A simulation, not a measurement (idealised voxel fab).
process module | voxel transistor to metal
cross-section cut | 180 nm wide | cells 5 nm
A cross-section is a grid of square cells, given in bands from the top down. A band is one or more rows of cells.
Each band's line starts with the height of the band's top and of its bottom, in nm. Then come its materials from left to right, each with its width in nm. One material with "throughout" fills the band from edge to edge. "air" is empty space.
Height 0 is the level under which the wafer as received is all one material. The lowest band goes on downwards, as in "0 down".
A width such as "30 to 40" changes by the same amount from each row of cells to the next, from the band's top row to its bottom row.
"no change" after a step means that no cell of the cross-section changed.
closed voids: empty space of 8 cells or more with no open way to the top, each as width x height at its distance from the left edge, in nm
after a step's settings: what the simulator itself notes on the step
overlay nm, on a step with a mask: how far to the right of its planned place the mask lay; to the left if negative
plan
1 op RECEIVE | material Si
2 op OXIDIZE | depth nm 5
3 op CONFORMAL_DEP | material SiN | thk nm 10
4 op DIRECTIONAL_DEP | material aC | thk nm 15
5 op PATTERN | tone cover | mask id ACTIVE | material resist | width nm 125 | thk nm 35 | overlay nm 0
6 op DIRECTIONAL_ETCH | etch materials aC | depth nm 15
7 op STRIP | etch materials resist
8 op DIRECTIONAL_ETCH | etch materials SiN | depth nm 10
9 op DIRECTIONAL_ETCH | etch materials SiO2 | depth nm 5
10 op DIRECTIONAL_ETCH | etch materials Si | depth nm 35
11 op STRIP | etch materials aC
12 op OXIDIZE | depth nm 5
13 op FILL_DEP | material SiO2 | thk nm 5
14 op CMP | height nm 10
15 op SELECTIVE_ETCH | etch materials SiO2 | depth nm 5
16 op STRIP | etch materials SiN
17 op SELECTIVE_ETCH | etch materials SiO2 | depth nm 5
18 op OXIDIZE | depth nm 5
19 op DIRECTIONAL_DEP | material polySi | thk nm 25
20 op DIRECTIONAL_DEP | material SiCN | thk nm 15
21 op DIRECTIONAL_DEP | material aC | thk nm 10
22 op PATTERN | tone cover | mask id GATE | material resist | width nm 35 | thk nm 30 | overlay nm 0
23 op DIRECTIONAL_ETCH | etch materials aC | depth nm 10
24 op STRIP | etch materials resist
25 op DIRECTIONAL_ETCH | etch materials SiCN | depth nm 25
26 op DIRECTIONAL_ETCH | etch materials polySi | depth nm 35
27 op STRIP | etch materials aC
28 op CONFORMAL_DEP | material SiN | thk nm 5
29 op DIRECTIONAL_ETCH | etch materials SiN | depth nm 5
30 op DIRECTIONAL_ETCH | etch materials SiO2 | depth nm 5
31 op DIRECTIONAL_ETCH | etch materials Si | depth nm 5
32 op EPI | material pSi | thk nm 10
33 op FILL_DEP | material SiO2 | thk nm 10
34 op CMP | height nm 20
35 op STRIP | etch materials polySi
36 op SELECTIVE_ETCH | etch materials SiO2 | depth nm 5
37 op CONFORMAL_DEP | material HfO2 | thk nm 5
38 op CONFORMAL_DEP | material TiN | thk nm 5
39 op FILL_DEP | material W | thk nm 10
40 op CMP | height nm 15
41 op DIRECTIONAL_DEP | material SiO2 | thk nm 10
42 op MASKED_ETCH | tone open | mask id CONTACT | width nm 15 | pitch nm 90 | etch materials SiO2 | depth nm 30 | overlay nm 0
43 op CONFORMAL_DEP | material TiN | thk nm 5
44 op FILL_DEP | material W | thk nm 5
45 op CMP | height nm 25
46 op CONFORMAL_DEP | material SiN | thk nm 5
47 op DIRECTIONAL_DEP | material lowk | thk nm 20
48 op PATTERN | tone open | mask id METAL_1 | material resist | width nm 15 | pitch nm 90 | thk nm 15 | overlay nm 0
49 op DIRECTIONAL_ETCH | etch materials lowk | depth nm 20
50 op DIRECTIONAL_ETCH | etch materials SiN | depth nm 5
51 op STRIP | etch materials resist
52 op CONFORMAL_DEP | material TiN | thk nm 5
53 op FILL_DEP | material Cu | thk nm 5
54 op CMP | height nm 50
55 op EPI | material Ru | thk nm 5
56 op FILL_DEP | material SiCN | thk nm 5
first wafer, as planned
as received, after step 1
  0 down: Si throughout
  closed voids: none
after step 2
  0 to -5: SiO2 throughout
  below -5: unchanged
after step 3
  10 to 0: SiN throughout
  below 0: unchanged
after step 4
  25 to 10: aC throughout
  below 10: unchanged
after step 5
  60 to 25: air 25 | resist 125 | air 30
  below 25: unchanged
after step 6
  45 to 25: air 25 | resist 125 | air 30
  25 to 10: air 25 | aC 125 | air 30
  below 10: unchanged
after step 7
  25 to 10: air 25 | aC 125 | air 30
  below 10: unchanged
after step 8
  25 to 10: air 25 | aC 125 | air 30
  10 to 0: air 25 | SiN 125 | air 30
  below 0: unchanged
after step 9
  25 to 10: air 25 | aC 125 | air 30
  10 to 0: air 25 | SiN 125 | air 30
  0 to -5: air 25 | SiO2 125 | air 30
  below -5: unchanged
after step 10
  25 to 10: air 25 | aC 125 | air 30
  10 to 0: air 25 | SiN 125 | air 30
  0 to -5: air 25 | SiO2 125 | air 30
  -5 to -40: air 25 | Si 125 | air 30
  below -40: unchanged
after step 11
  10 to 0: air 25 | SiN 125 | air 30
  below 0: unchanged
after step 12
  10 to 0: air 25 | SiN 125 | air 30
  0 to -5: air 25 | SiO2 125 | air 30
  -5 to -40: air 25 | SiO2 5 | Si 115 | SiO2 5 | air 30
  -40 to -45: SiO2 30 | Si 115 | SiO2 35
  below -45: unchanged
after step 13
  15 to 10: SiO2 throughout
  10 to 0: SiO2 25 | SiN 125 | SiO2 30
  0 to -5: SiO2 throughout
  -5 to -45: SiO2 30 | Si 115 | SiO2 35
  below -45: unchanged
after step 14
  10 to 0: SiO2 25 | SiN 125 | SiO2 30
  below 0: unchanged
after step 15
  10 to 5: air 25 | SiN 125 | air 30
  below 5: unchanged
after step 16
  5 to 0: SiO2 25 | air 125 | SiO2 30
  below 0: unchanged
after step 17
  0 to -5: SiO2 20 | air 135 | SiO2 25
  below -5: unchanged
after step 18
  0 to -5: SiO2 20 | air 135 | SiO2 25
  -5 to -10: SiO2 throughout
  below -10: unchanged
after step 19
  25 to 20: polySi 20 | air 135 | polySi 25
  20 to 0: polySi throughout
  0 to -5: SiO2 20 | polySi 135 | SiO2 25
  below -5: unchanged
after step 20
  40 to 35: SiCN 20 | air 135 | SiCN 25
  35 to 25: SiCN throughout
  25 to 20: polySi 20 | SiCN 135 | polySi 25
  below 20: unchanged
after step 21
  50 to 45: aC 20 | air 135 | aC 25
  45 to 40: aC throughout
  40 to 35: SiCN 20 | aC 135 | SiCN 25
  below 35: unchanged
after step 22
  80 to 50: air 70 | resist 35 | air 75
  50 to 45: aC 20 | air 50 | resist 35 | air 50 | aC 25
  below 45: unchanged
after step 23
  70 to 45: air 70 | resist 35 | air 75
  45 to 40: air 70 | aC 35 | air 75
  40 to 35: SiCN 20 | air 50 | aC 35 | air 50 | SiCN 25
  below 35: unchanged
after step 24
  45 to 40: air 70 | aC 35 | air 75
  below 40: unchanged
after step 25
  45 to 35: air 70 | aC 35 | air 75
  35 to 25: air 70 | SiCN 35 | air 75
  25 to 20: polySi 20 | air 50 | SiCN 35 | air 50 | polySi 25
  below 20: unchanged
after step 26
  45 to 35: air 70 | aC 35 | air 75
  35 to 20: air 70 | SiCN 35 | air 75
  20 to 0: air 70 | polySi 35 | air 75
  0 to -5: SiO2 20 | air 50 | polySi 35 | air 50 | SiO2 25
  below -5: unchanged
after step 27
  35 to 20: air 70 | SiCN 35 | air 75
  below 20: unchanged
after step 28
  40 to 35: air 65 | SiN 45 | air 70
  35 to 20: air 65 | SiN 5 | SiCN 35 | SiN 5 | air 70
  20 to 5: air 65 | SiN 5 | polySi 35 | SiN 5 | air 70
  5 to 0: SiN 25 | air 40 | SiN 5 | polySi 35 | SiN 5 | air 40 | SiN 30
  0 to -5: SiO2 20 | SiN 50 | polySi 35 | SiN 50 | SiO2 25
  below -5: unchanged
after step 29
  35 to 20: air 65 | SiN 5 | SiCN 35 | SiN 5 | air 70
  20 to 0: air 65 | SiN 5 | polySi 35 | SiN 5 | air 70
  0 to -5: SiO2 20 | SiN 5 | air 40 | SiN 5 | polySi 35 | SiN 5 | air 40 | SiN 5 | SiO2 25
  below -5: unchanged
after step 30
  35 to 20: air 65 | SiN 5 | SiCN 35 | SiN 5 | air 70
  20 to 0: air 65 | SiN 5 | polySi 35 | SiN 5 | air 70
  0 to -5: air 20 | SiN 5 | air 40 | SiN 5 | polySi 35 | SiN 5 | air 40 | SiN 5 | air 25
  -5 to -10: SiO2 25 | air 40 | SiO2 45 | air 40 | SiO2 30
  below -10: unchanged
after step 31
  35 to 20: air 65 | SiN 5 | SiCN 35 | SiN 5 | air 70
  20 to 0: air 65 | SiN 5 | polySi 35 | SiN 5 | air 70
  0 to -5: air 20 | SiN 5 | air 40 | SiN 5 | polySi 35 | SiN 5 | air 40 | SiN 5 | air 25
  -5 to -10: SiO2 25 | air 40 | SiO2 45 | air 40 | SiO2 30
  -10 to -15: SiO2 30 | air 35 | Si 45 | air 35 | SiO2 35
  below -15: unchanged
after step 32
  35 to 20: air 65 | SiN 5 | SiCN 35 | SiN 5 | air 70
  20 to 0: air 65 | SiN 5 | polySi 35 | SiN 5 | air 70
  0 to -5: air 20 | SiN 5 | air 30 | pSi 10 | SiN 5 | polySi 35 | SiN 5 | pSi 10 | air 30 | SiN 5 | air 25
  -5 to -10: SiO2 25 | pSi 40 | SiO2 45 | pSi 40 | SiO2 30
  -10 to -15: SiO2 30 | pSi 35 | Si 45 | pSi 35 | SiO2 35
  below -15: unchanged
after step 33
  45 to 35: SiO2 throughout
  35 to 20: SiO2 65 | SiN 5 | SiCN 35 | SiN 5 | SiO2 70
  20 to 0: SiO2 65 | SiN 5 | polySi 35 | SiN 5 | SiO2 70
  0 to -5: SiO2 20 | SiN 5 | SiO2 30 | pSi 10 | SiN 5 | polySi 35 | SiN 5 | pSi 10 | SiO2 30 | SiN 5 | SiO2 25
  below -5: unchanged
after step 34
  20 to 0: SiO2 65 | SiN 5 | polySi 35 | SiN 5 | SiO2 70
  below 0: unchanged
after step 35
  20 to 0: SiO2 65 | SiN 5 | air 35 | SiN 5 | SiO2 70
  0 to -5: SiO2 20 | SiN 5 | SiO2 30 | pSi 10 | SiN 5 | air 35 | SiN 5 | pSi 10 | SiO2 30 | SiN 5 | SiO2 25
  below -5: unchanged
after step 36
  20 to 15: air 65 | SiN 5 | air 35 | SiN 5 | air 70
  15 to 0: SiO2 65 | SiN 5 | air 35 | SiN 5 | SiO2 70
  0 to -5: SiO2 20 | SiN 5 | SiO2 30 | pSi 10 | SiN 5 | air 35 | SiN 5 | pSi 10 | SiO2 30 | SiN 5 | SiO2 25
  -5 to -10: SiO2 25 | pSi 40 | air 45 | pSi 40 | SiO2 30
  below -10: unchanged
after step 37
  25 to 20: air 60 | HfO2 15 | air 25 | HfO2 15 | air 65
  20 to 15: HfO2 65 | SiN 5 | HfO2 5 | air 25 | HfO2 5 | SiN 5 | HfO2 70
  15 to 0: SiO2 65 | SiN 5 | HfO2 5 | air 25 | HfO2 5 | SiN 5 | SiO2 70
  0 to -5: SiO2 20 | SiN 5 | SiO2 30 | pSi 10 | SiN 5 | HfO2 5 | air 25 | HfO2 5 | SiN 5 | pSi 10 | SiO2 30 | SiN 5 | SiO2 25
  -5 to -10: SiO2 25 | pSi 40 | HfO2 45 | pSi 40 | SiO2 30
  below -10: unchanged
after step 38
  30 to 25: air 55 | TiN 25 | air 15 | TiN 25 | air 60
  25 to 20: TiN 60 | HfO2 15 | TiN 5 | air 15 | TiN 5 | HfO2 15 | TiN 65
  20 to 15: HfO2 65 | SiN 5 | HfO2 5 | TiN 5 | air 15 | TiN 5 | HfO2 5 | SiN 5 | HfO2 70
  15 to 0: SiO2 65 | SiN 5 | HfO2 5 | TiN 5 | air 15 | TiN 5 | HfO2 5 | SiN 5 | SiO2 70
  0 to -5: SiO2 20 | SiN 5 | SiO2 30 | pSi 10 | SiN 5 | HfO2 5 | TiN 25 | HfO2 5 | SiN 5 | pSi 10 | SiO2 30 | SiN 5 | SiO2 25
  below -5: unchanged
after step 39
  40 to 30: W throughout
  30 to 25: W 55 | TiN 25 | W 15 | TiN 25 | W 60
  25 to 20: TiN 60 | HfO2 15 | TiN 5 | W 15 | TiN 5 | HfO2 15 | TiN 65
  20 to 15: HfO2 65 | SiN 5 | HfO2 5 | TiN 5 | W 15 | TiN 5 | HfO2 5 | SiN 5 | HfO2 70
  15 to 0: SiO2 65 | SiN 5 | HfO2 5 | TiN 5 | W 15 | TiN 5 | HfO2 5 | SiN 5 | SiO2 70
  below 0: unchanged
after step 40
  15 to 0: SiO2 65 | SiN 5 | HfO2 5 | TiN 5 | W 15 | TiN 5 | HfO2 5 | SiN 5 | SiO2 70
  below 0: unchanged
after step 41
  25 to 15: SiO2 throughout
  below 15: unchanged
after step 42
  25 to 15: SiO2 35 | air 15 | SiO2 75 | air 15 | SiO2 40
  15 to 0: SiO2 35 | air 15 | SiO2 15 | SiN 5 | HfO2 5 | TiN 5 | W 15 | TiN 5 | HfO2 5 | SiN 5 | SiO2 15 | air 15 | SiO2 40
  0 to -5: SiO2 20 | SiN 5 | SiO2 10 | air 15 | SiO2 5 | pSi 10 | SiN 5 | HfO2 5 | TiN 25 | HfO2 5 | SiN 5 | pSi 10 | SiO2 5 | air 15 | SiO2 10 | SiN 5 | SiO2 25
  below -5: unchanged
after step 43
  30 to 25: TiN 40 | air 5 | TiN 85 | air 5 | TiN 45
  25 to 15: SiO2 35 | TiN 5 | air 5 | TiN 5 | SiO2 75 | TiN 5 | air 5 | TiN 5 | SiO2 40
  15 to 0: SiO2 35 | TiN 5 | air 5 | TiN 5 | SiO2 15 | SiN 5 | HfO2 5 | TiN 5 | W 15 | TiN 5 | HfO2 5 | SiN 5 | SiO2 15 | TiN 5 | air 5 | TiN 5 | SiO2 40
  0 to -5: SiO2 20 | SiN 5 | SiO2 10 | TiN 15 | SiO2 5 | pSi 10 | SiN 5 | HfO2 5 | TiN 25 | HfO2 5 | SiN 5 | pSi 10 | SiO2 5 | TiN 15 | SiO2 10 | SiN 5 | SiO2 25
  below -5: unchanged
after step 44
  35 to 30: W throughout
  30 to 25: TiN 40 | W 5 | TiN 85 | W 5 | TiN 45
  25 to 15: SiO2 35 | TiN 5 | W 5 | TiN 5 | SiO2 75 | TiN 5 | W 5 | TiN 5 | SiO2 40
  15 to 0: SiO2 35 | TiN 5 | W 5 | TiN 5 | SiO2 15 | SiN 5 | HfO2 5 | TiN 5 | W 15 | TiN 5 | HfO2 5 | SiN 5 | SiO2 15 | TiN 5 | W 5 | TiN 5 | SiO2 40
  below 0: unchanged
after step 45
  25 to 15: SiO2 35 | TiN 5 | W 5 | TiN 5 | SiO2 75 | TiN 5 | W 5 | TiN 5 | SiO2 40
  below 15: unchanged
after step 46
  30 to 25: SiN throughout
  below 25: unchanged
after step 47
  50 to 30: lowk throughout
  below 30: unchanged
after step 48
  65 to 50: resist 35 | air 15 | resist 75 | air 15 | resist 40
  below 50: unchanged
after step 49
  65 to 50: resist 35 | air 15 | resist 75 | air 15 | resist 40
  50 to 30: lowk 35 | air 15 | lowk 75 | air 15 | lowk 40
  below 30: unchanged
after step 50
  65 to 50: resist 35 | air 15 | resist 75 | air 15 | resist 40
  50 to 30: lowk 35 | air 15 | lowk 75 | air 15 | lowk 40
  30 to 25: SiN 35 | air 15 | SiN 75 | air 15 | SiN 40
  below 25: unchanged
after step 51
  50 to 30: lowk 35 | air 15 | lowk 75 | air 15 | lowk 40
  below 30: unchanged
after step 52
  55 to 50: TiN 40 | air 5 | TiN 85 | air 5 | TiN 45
  50 to 30: lowk 35 | TiN 5 | air 5 | TiN 5 | lowk 75 | TiN 5 | air 5 | TiN 5 | lowk 40
  30 to 25: SiN 35 | TiN 15 | SiN 75 | TiN 15 | SiN 40
  below 25: unchanged
after step 53
  60 to 55: Cu throughout
  55 to 50: TiN 40 | Cu 5 | TiN 85 | Cu 5 | TiN 45
  50 to 30: lowk 35 | TiN 5 | Cu 5 | TiN 5 | lowk 75 | TiN 5 | Cu 5 | TiN 5 | lowk 40
  below 30: unchanged
after step 54
  50 to 30: lowk 35 | TiN 5 | Cu 5 | TiN 5 | lowk 75 | TiN 5 | Cu 5 | TiN 5 | lowk 40
  below 30: unchanged
after step 55
  55 to 50: air 30 | Ru 25 | air 65 | Ru 25 | air 35
  below 50: unchanged
after step 56
  60 to 55: SiCN throughout
  55 to 50: SiCN 30 | Ru 25 | SiCN 65 | Ru 25 | SiCN 35
  below 50: unchanged
second wafer: like start, like plan, one mistake. Through step 4 it matches the first wafer
when step 5 should have ended
  60 to 25: air 20 | resist 135 | air 25
  below 25: unchanged
when step 6 should have ended
  45 to 25: air 20 | resist 135 | air 25
  25 to 10: air 20 | aC 135 | air 25
  below 10: unchanged
when step 7 should have ended
  25 to 10: air 20 | aC 135 | air 25
  below 10: unchanged
when step 8 should have ended
  25 to 10: air 20 | aC 135 | air 25
  10 to 0: air 20 | SiN 135 | air 25
  below 0: unchanged
when step 9 should have ended
  25 to 10: air 20 | aC 135 | air 25
  10 to 0: air 20 | SiN 135 | air 25
  0 to -5: air 20 | SiO2 135 | air 25
  below -5: unchanged
when step 10 should have ended
  25 to 10: air 20 | aC 135 | air 25
  10 to 0: air 20 | SiN 135 | air 25
  0 to -5: air 20 | SiO2 135 | air 25
  -5 to -40: air 20 | Si 135 | air 25
  below -40: unchanged
when step 11 should have ended
  10 to 0: air 20 | SiN 135 | air 25
  below 0: unchanged
when step 12 should have ended
  10 to 0: air 20 | SiN 135 | air 25
  0 to -5: air 20 | SiO2 135 | air 25
  -5 to -40: air 20 | SiO2 5 | Si 125 | SiO2 5 | air 25
  -40 to -45: SiO2 25 | Si 125 | SiO2 30
  below -45: unchanged
when step 13 should have ended
  15 to 10: SiO2 throughout
  10 to 0: SiO2 20 | SiN 135 | SiO2 25
  0 to -5: SiO2 throughout
  -5 to -45: SiO2 25 | Si 125 | SiO2 30
  below -45: unchanged
when step 14 should have ended
  10 to 0: SiO2 20 | SiN 135 | SiO2 25
  below 0: unchanged
when step 15 should have ended
  10 to 5: air 20 | SiN 135 | air 25
  below 5: unchanged
when step 16 should have ended
  5 to 0: SiO2 20 | air 135 | SiO2 25
  below 0: unchanged
when step 17 should have ended
  0 to -5: SiO2 15 | air 145 | SiO2 20
  below -5: unchanged
when step 18 should have ended
  0 to -5: SiO2 15 | air 145 | SiO2 20
  -5 to -10: SiO2 throughout
  below -10: unchanged
when step 19 should have ended
  25 to 20: polySi 15 | air 145 | polySi 20
  20 to 0: polySi throughout
  0 to -5: SiO2 15 | polySi 145 | SiO2 20
  below -5: unchanged
when step 20 should have ended
  40 to 35: SiCN 15 | air 145 | SiCN 20
  35 to 25: SiCN throughout
  25 to 20: polySi 15 | SiCN 145 | polySi 20
  below 20: unchanged
when step 21 should have ended
  50 to 45: aC 15 | air 145 | aC 20
  45 to 40: aC throughout
  40 to 35: SiCN 15 | aC 145 | SiCN 20
  below 35: unchanged
when step 22 should have ended
  80 to 50: air 70 | resist 35 | air 75
  50 to 45: aC 15 | air 55 | resist 35 | air 55 | aC 20
  below 45: unchanged
when step 23 should have ended
  70 to 45: air 70 | resist 35 | air 75
  45 to 40: air 70 | aC 35 | air 75
  40 to 35: SiCN 15 | air 55 | aC 35 | air 55 | SiCN 20
  below 35: unchanged
when step 24 should have ended
  45 to 40: air 70 | aC 35 | air 75
  below 40: unchanged
when step 25 should have ended
  45 to 35: air 70 | aC 35 | air 75
  35 to 25: air 70 | SiCN 35 | air 75
  25 to 20: polySi 15 | air 55 | SiCN 35 | air 55 | polySi 20
  below 20: unchanged
when step 26 should have ended
  45 to 35: air 70 | aC 35 | air 75
  35 to 20: air 70 | SiCN 35 | air 75
  20 to 0: air 70 | polySi 35 | air 75
  0 to -5: SiO2 15 | air 55 | polySi 35 | air 55 | SiO2 20
  below -5: unchanged
when step 27 should have ended
  35 to 20: air 70 | SiCN 35 | air 75
  below 20: unchanged
when step 28 should have ended
  40 to 35: air 65 | SiN 45 | air 70
  35 to 20: air 65 | SiN 5 | SiCN 35 | SiN 5 | air 70
  20 to 5: air 65 | SiN 5 | polySi 35 | SiN 5 | air 70
  5 to 0: SiN 20 | air 45 | SiN 5 | polySi 35 | SiN 5 | air 45 | SiN 25
  0 to -5: SiO2 15 | SiN 55 | polySi 35 | SiN 55 | SiO2 20
  below -5: unchanged
when step 29 should have ended
  35 to 20: air 65 | SiN 5 | SiCN 35 | SiN 5 | air 70
  20 to 0: air 65 | SiN 5 | polySi 35 | SiN 5 | air 70
  0 to -5: SiO2 15 | SiN 5 | air 45 | SiN 5 | polySi 35 | SiN 5 | air 45 | SiN 5 | SiO2 20
  below -5: unchanged
when step 30 should have ended
  35 to 20: air 65 | SiN 5 | SiCN 35 | SiN 5 | air 70
  20 to 0: air 65 | SiN 5 | polySi 35 | SiN 5 | air 70
  0 to -5: air 15 | SiN 5 | air 45 | SiN 5 | polySi 35 | SiN 5 | air 45 | SiN 5 | air 20
  -5 to -10: SiO2 20 | air 45 | SiO2 45 | air 45 | SiO2 25
  below -10: unchanged
when step 31 should have ended
  35 to 20: air 65 | SiN 5 | SiCN 35 | SiN 5 | air 70
  20 to 0: air 65 | SiN 5 | polySi 35 | SiN 5 | air 70
  0 to -5: air 15 | SiN 5 | air 45 | SiN 5 | polySi 35 | SiN 5 | air 45 | SiN 5 | air 20
  -5 to -10: SiO2 20 | air 45 | SiO2 45 | air 45 | SiO2 25
  -10 to -15: SiO2 25 | air 40 | Si 45 | air 40 | SiO2 30
  below -15: unchanged
when step 32 should have ended
  35 to 20: air 65 | SiN 5 | SiCN 35 | SiN 5 | air 70
  20 to 0: air 65 | SiN 5 | polySi 35 | SiN 5 | air 70
  0 to -5: air 15 | SiN 5 | air 35 | pSi 10 | SiN 5 | polySi 35 | SiN 5 | pSi 10 | air 35 | SiN 5 | air 20
  -5 to -10: SiO2 20 | pSi 45 | SiO2 45 | pSi 45 | SiO2 25
  -10 to -15: SiO2 25 | pSi 40 | Si 45 | pSi 40 | SiO2 30
  below -15: unchanged
when step 33 should have ended
  45 to 35: SiO2 throughout
  35 to 20: SiO2 65 | SiN 5 | SiCN 35 | SiN 5 | SiO2 70
  20 to 0: SiO2 65 | SiN 5 | polySi 35 | SiN 5 | SiO2 70
  0 to -5: SiO2 15 | SiN 5 | SiO2 35 | pSi 10 | SiN 5 | polySi 35 | SiN 5 | pSi 10 | SiO2 35 | SiN 5 | SiO2 20
  below -5: unchanged
when step 34 should have ended
  20 to 0: SiO2 65 | SiN 5 | polySi 35 | SiN 5 | SiO2 70
  below 0: unchanged
when step 35 should have ended
  20 to 0: SiO2 65 | SiN 5 | air 35 | SiN 5 | SiO2 70
  0 to -5: SiO2 15 | SiN 5 | SiO2 35 | pSi 10 | SiN 5 | air 35 | SiN 5 | pSi 10 | SiO2 35 | SiN 5 | SiO2 20
  below -5: unchanged
when step 36 should have ended
  20 to 15: air 65 | SiN 5 | air 35 | SiN 5 | air 70
  15 to 0: SiO2 65 | SiN 5 | air 35 | SiN 5 | SiO2 70
  0 to -5: SiO2 15 | SiN 5 | SiO2 35 | pSi 10 | SiN 5 | air 35 | SiN 5 | pSi 10 | SiO2 35 | SiN 5 | SiO2 20
  -5 to -10: SiO2 20 | pSi 45 | air 45 | pSi 45 | SiO2 25
  below -10: unchanged
when step 37 should have ended
  25 to 20: air 60 | HfO2 15 | air 25 | HfO2 15 | air 65
  20 to 15: HfO2 65 | SiN 5 | HfO2 5 | air 25 | HfO2 5 | SiN 5 | HfO2 70
  15 to 0: SiO2 65 | SiN 5 | HfO2 5 | air 25 | HfO2 5 | SiN 5 | SiO2 70
  0 to -5: SiO2 15 | SiN 5 | SiO2 35 | pSi 10 | SiN 5 | HfO2 5 | air 25 | HfO2 5 | SiN 5 | pSi 10 | SiO2 35 | SiN 5 | SiO2 20
  -5 to -10: SiO2 20 | pSi 45 | HfO2 45 | pSi 45 | SiO2 25
  below -10: unchanged
when step 38 should have ended
  30 to 25: air 55 | TiN 25 | air 15 | TiN 25 | air 60
  25 to 20: TiN 60 | HfO2 15 | TiN 5 | air 15 | TiN 5 | HfO2 15 | TiN 65
  20 to 15: HfO2 65 | SiN 5 | HfO2 5 | TiN 5 | air 15 | TiN 5 | HfO2 5 | SiN 5 | HfO2 70
  15 to 0: SiO2 65 | SiN 5 | HfO2 5 | TiN 5 | air 15 | TiN 5 | HfO2 5 | SiN 5 | SiO2 70
  0 to -5: SiO2 15 | SiN 5 | SiO2 35 | pSi 10 | SiN 5 | HfO2 5 | TiN 25 | HfO2 5 | SiN 5 | pSi 10 | SiO2 35 | SiN 5 | SiO2 20
  below -5: unchanged
when step 39 should have ended
  40 to 30: W throughout
  30 to 25: W 55 | TiN 25 | W 15 | TiN 25 | W 60
  25 to 20: TiN 60 | HfO2 15 | TiN 5 | W 15 | TiN 5 | HfO2 15 | TiN 65
  20 to 15: HfO2 65 | SiN 5 | HfO2 5 | TiN 5 | W 15 | TiN 5 | HfO2 5 | SiN 5 | HfO2 70
  15 to 0: SiO2 65 | SiN 5 | HfO2 5 | TiN 5 | W 15 | TiN 5 | HfO2 5 | SiN 5 | SiO2 70
  below 0: unchanged
when step 40 should have ended
  15 to 0: SiO2 65 | SiN 5 | HfO2 5 | TiN 5 | W 15 | TiN 5 | HfO2 5 | SiN 5 | SiO2 70
  below 0: unchanged
when step 41 should have ended
  25 to 15: SiO2 throughout
  below 15: unchanged
when step 42 should have ended
  25 to 15: SiO2 35 | air 15 | SiO2 75 | air 15 | SiO2 40
  15 to 0: SiO2 35 | air 15 | SiO2 15 | SiN 5 | HfO2 5 | TiN 5 | W 15 | TiN 5 | HfO2 5 | SiN 5 | SiO2 15 | air 15 | SiO2 40
  0 to -5: SiO2 15 | SiN 5 | SiO2 15 | air 15 | SiO2 5 | pSi 10 | SiN 5 | HfO2 5 | TiN 25 | HfO2 5 | SiN 5 | pSi 10 | SiO2 5 | air 15 | SiO2 15 | SiN 5 | SiO2 20
  below -5: unchanged
when step 43 should have ended
  30 to 25: TiN 40 | air 5 | TiN 85 | air 5 | TiN 45
  25 to 15: SiO2 35 | TiN 5 | air 5 | TiN 5 | SiO2 75 | TiN 5 | air 5 | TiN 5 | SiO2 40
  15 to 0: SiO2 35 | TiN 5 | air 5 | TiN 5 | SiO2 15 | SiN 5 | HfO2 5 | TiN 5 | W 15 | TiN 5 | HfO2 5 | SiN 5 | SiO2 15 | TiN 5 | air 5 | TiN 5 | SiO2 40
  0 to -5: SiO2 15 | SiN 5 | SiO2 15 | TiN 15 | SiO2 5 | pSi 10 | SiN 5 | HfO2 5 | TiN 25 | HfO2 5 | SiN 5 | pSi 10 | SiO2 5 | TiN 15 | SiO2 15 | SiN 5 | SiO2 20
  below -5: unchanged
when step 44 should have ended
  35 to 30: W throughout
  30 to 25: TiN 40 | W 5 | TiN 85 | W 5 | TiN 45
  25 to 15: SiO2 35 | TiN 5 | W 5 | TiN 5 | SiO2 75 | TiN 5 | W 5 | TiN 5 | SiO2 40
  15 to 0: SiO2 35 | TiN 5 | W 5 | TiN 5 | SiO2 15 | SiN 5 | HfO2 5 | TiN 5 | W 15 | TiN 5 | HfO2 5 | SiN 5 | SiO2 15 | TiN 5 | W 5 | TiN 5 | SiO2 40
  below 0: unchanged
when step 45 should have ended
  25 to 15: SiO2 35 | TiN 5 | W 5 | TiN 5 | SiO2 75 | TiN 5 | W 5 | TiN 5 | SiO2 40
  below 15: unchanged
when step 46 should have ended
  30 to 25: SiN throughout
  below 25: unchanged
when step 47 should have ended
  50 to 30: lowk throughout
  below 30: unchanged
when step 48 should have ended
  65 to 50: resist 35 | air 15 | resist 75 | air 15 | resist 40
  below 50: unchanged
when step 49 should have ended
  65 to 50: resist 35 | air 15 | resist 75 | air 15 | resist 40
  50 to 30: lowk 35 | air 15 | lowk 75 | air 15 | lowk 40
  below 30: unchanged
when step 50 should have ended
  65 to 50: resist 35 | air 15 | resist 75 | air 15 | resist 40
  50 to 30: lowk 35 | air 15 | lowk 75 | air 15 | lowk 40
  30 to 25: SiN 35 | air 15 | SiN 75 | air 15 | SiN 40
  below 25: unchanged
when step 51 should have ended
  50 to 30: lowk 35 | air 15 | lowk 75 | air 15 | lowk 40
  below 30: unchanged
when step 52 should have ended
  55 to 50: TiN 40 | air 5 | TiN 85 | air 5 | TiN 45
  50 to 30: lowk 35 | TiN 5 | air 5 | TiN 5 | lowk 75 | TiN 5 | air 5 | TiN 5 | lowk 40
  30 to 25: SiN 35 | TiN 15 | SiN 75 | TiN 15 | SiN 40
  below 25: unchanged
when step 53 should have ended
  60 to 55: Cu throughout
  55 to 50: TiN 40 | Cu 5 | TiN 85 | Cu 5 | TiN 45
  50 to 30: lowk 35 | TiN 5 | Cu 5 | TiN 5 | lowk 75 | TiN 5 | Cu 5 | TiN 5 | lowk 40
  below 30: unchanged
when step 54 should have ended
  50 to 30: lowk 35 | TiN 5 | Cu 5 | TiN 5 | lowk 75 | TiN 5 | Cu 5 | TiN 5 | lowk 40
  below 30: unchanged
when step 55 should have ended
  55 to 50: air 30 | Ru 25 | air 65 | Ru 25 | air 35
  below 50: unchanged
when step 56 should have ended
  60 to 55: SiCN throughout
  55 to 50: SiCN 30 | Ru 25 | SiCN 65 | Ru 25 | SiCN 35
  below 50: unchanged
what went wrong: step 5 ran as: op PATTERN | tone cover | mask id ACTIVE | material resist | width nm 135 | thk nm 35 | overlay nm 0
at the end the second wafer has, in cells: 12 more of Si | 16 fewer of SiO2 | 4 more of pSi
